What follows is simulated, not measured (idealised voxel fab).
process module | voxel released beams
cross-section cut | 290 nm wide | cells 5 nm
A cross-section is a grid of square cells, given in bands from the top down. A band is one or more rows of cells.
Each band's line starts with the height of the band's top and of its bottom, in nm. Then come its materials from left to right, each with its width in nm. One material with "throughout" fills the band from edge to edge. "air" is empty space.
Height 0 is the level under which the wafer as received is all one material. The lowest band goes on downwards, as in "0 down".
A width such as "30 to 40" changes by the same amount from each row of cells to the next, from the band's top row to its bottom row.
"no change" after a step means that no cell of the cross-section changed.
closed voids: empty space of 8 cells or more with no open way to the top, each as width x height at its distance from the left edge, in nm
after a step's settings: what the simulator itself notes on the step
overlay nm, on a step with a mask: how far to the right of its planned place the mask lay; to the left if negative
plan
1 op RECEIVE | material Si
2 op CONFORMAL_DEP | material SiN | thk nm 5
3 op DIRECTIONAL_DEP | material SiO2 | thk nm 15
4 op DIRECTIONAL_DEP | material aC | thk nm 10
5 op PATTERN | tone open | mask id ANCHOR | material resist | width nm 35 | thk nm 25 | overlay nm 0
6 op DIRECTIONAL_ETCH | etch materials aC | depth nm 10
7 op STRIP | etch materials resist
8 op DIRECTIONAL_ETCH | etch materials SiO2 | depth nm 15
9 op STRIP | etch materials aC
10 op CONFORMAL_DEP | material TiN | thk nm 15
11 op PATTERN | tone cover | mask id BEAM | material resist | width nm 95 | thk nm 20 | overlay nm 0
12 op DIRECTIONAL_ETCH | etch materials TiN | depth nm 15
13 op STRIP | etch materials resist
14 op STRIP | etch materials SiO2
as received, after step 1
  0 down: Si throughout
  closed voids: none
a wafer at the end: this start, this plan, one mistake
  35 to 20: air 95 | TiN 55 | air 140
  20 to 5: air 85 | TiN 15 | SiO2 35 | TiN 55 | air 100
  5 to 0: SiN throughout
  0 down: Si throughout
  closed voids: none
what went wrong: step 5 ran as: op PATTERN | tone cover | mask id ANCHOR | material resist | width nm 35 | thk nm 25 | overlay nm 0
